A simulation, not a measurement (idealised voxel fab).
The name of this process module is voxel fin reveal.
Cross-sectional view cut (width: 200 nm; square cell size: 5 nm).
A cross-section is written here as square cells arranged in a grid, and it is given in bands from the top down, each band taking up one or more rows of cells. What a band's entry tells you: where the top is and where the bottom is, as heights in nm, and after that what lies inside, material by material from left to right, each with its width in nm. Empty space is written as the word "air", and a single material marked with the word "edge to edge" occupies the band from edge to edge. A quick word on heights: they are counted from 0, and under that level the wafer as it came to us is one material throughout. The lowest band is different from the rest in having no bottom; it simply continues downward, written as in "0 -> down". The expression "30 to 40" gives the width at the extremes of the band, the first number at its top row of cells and the second at its bottom row, with the width changing by equal amounts from each row to the next in between. "nothing was modified" after a step means that no cell of the cross-section changed. In "Closed void entries" the enclosed voids are listed, meaning empty spaces of 8 cells or larger without any opening to the top. The form is width x height at distance, distance from the left edge, units nm. The remark found on a step's line after its settings is issued by the simulator itself and pertains to that step. overlay nm: on a step with a mask, how far right of its planned place the mask lay; negative means left.
### Planned process steps
1. RECEIVE (material Si)
2. CONFORMAL_DEP (material SiN; thk nm 10)
3. MASKED_ETCH (tone cover; mask id FINS; width nm 15; pitch nm 35; etch materials SiN; depth nm 10; overlay nm 0)
4. MASKED_ETCH (tone cover; mask id FINS; width nm 15; pitch nm 35; etch materials Si; depth nm 40; overlay nm 0)
5. FILL_DEP (material SiO2; thk nm 15)
6. CMP (height nm 10)
7. SELECTIVE_ETCH (etch materials SiO2; depth nm 25)
8. STRIP (etch materials SiN)
### What follows covers the first of two wafers; it ran as planned
### The cross-section here shows the wafer as received, i.e. in its state after step 1
- 0 -> down  Si edge to edge
- Closed void entries: none
### Wafer section view after processing step 2
- 10 -> 0  SiN edge to edge
- Lower than 0, everything is as it was.
### Wafer section view after processing step 3
- 10 -> 0  75 air / 15 SiN / 20 air / 15 SiN / 75 air
- Lower than 0, everything is as it was.
### Wafer section view after processing step 4
- 10 -> 0  75 air / 15 SiN / 20 air / 15 SiN / 75 air
- 0 -> -40  75 air / 15 Si / 20 air / 15 Si / 75 air
- Lower than -40, everything is as it was.
### Wafer section view after processing step 5
- 25 -> 10  SiO2 edge to edge
- 10 -> 0  75 SiO2 / 15 SiN / 20 SiO2 / 15 SiN / 75 SiO2
- 0 -> -40  75 SiO2 / 15 Si / 20 SiO2 / 15 Si / 75 SiO2
- Lower than -40, everything is as it was.
### Wafer section view after processing step 6
- 10 -> 0  75 SiO2 / 15 SiN / 20 SiO2 / 15 SiN / 75 SiO2
- Lower than 0, everything is as it was.
### Wafer section view after processing step 7
- 10 -> 0  75 air / 15 SiN / 20 air / 15 SiN / 75 air
- 0 -> -15  75 air / 15 Si / 20 air / 15 Si / 75 air
- Lower than -15, everything is as it was.
### Wafer section view after processing step 8
- 0 -> -15  75 air / 15 Si / 20 air / 15 Si / 75 air
- Lower than -15, everything is as it was.
### The Second Wafer: Common Origin and Plan, One Mistake in Execution, Identical to the First Through Step 6
### Second wafer, sectioned view, at step 7's planned end time
- 10 -> 0  75 SiO2 / 15 air / 20 SiO2 / 15 air / 75 SiO2
- Lower than 0, everything is as it was.
### Second wafer, sectioned view, at step 8's planned end time
- 0 -> -15  75 air / 15 Si / 20 air / 15 Si / 75 air
- -15 -> -25  50 SiO2 / 25 air / 15 Si / 20 air / 15 Si / 25 air / 50 SiO2
- Lower than -25, everything is as it was.
What broke from the plan during processing? deviation from plan: step 8 and step 7 executed in one another's positions
Materials where the second wafer ends with more or fewer cells than the first: -28 SiO2
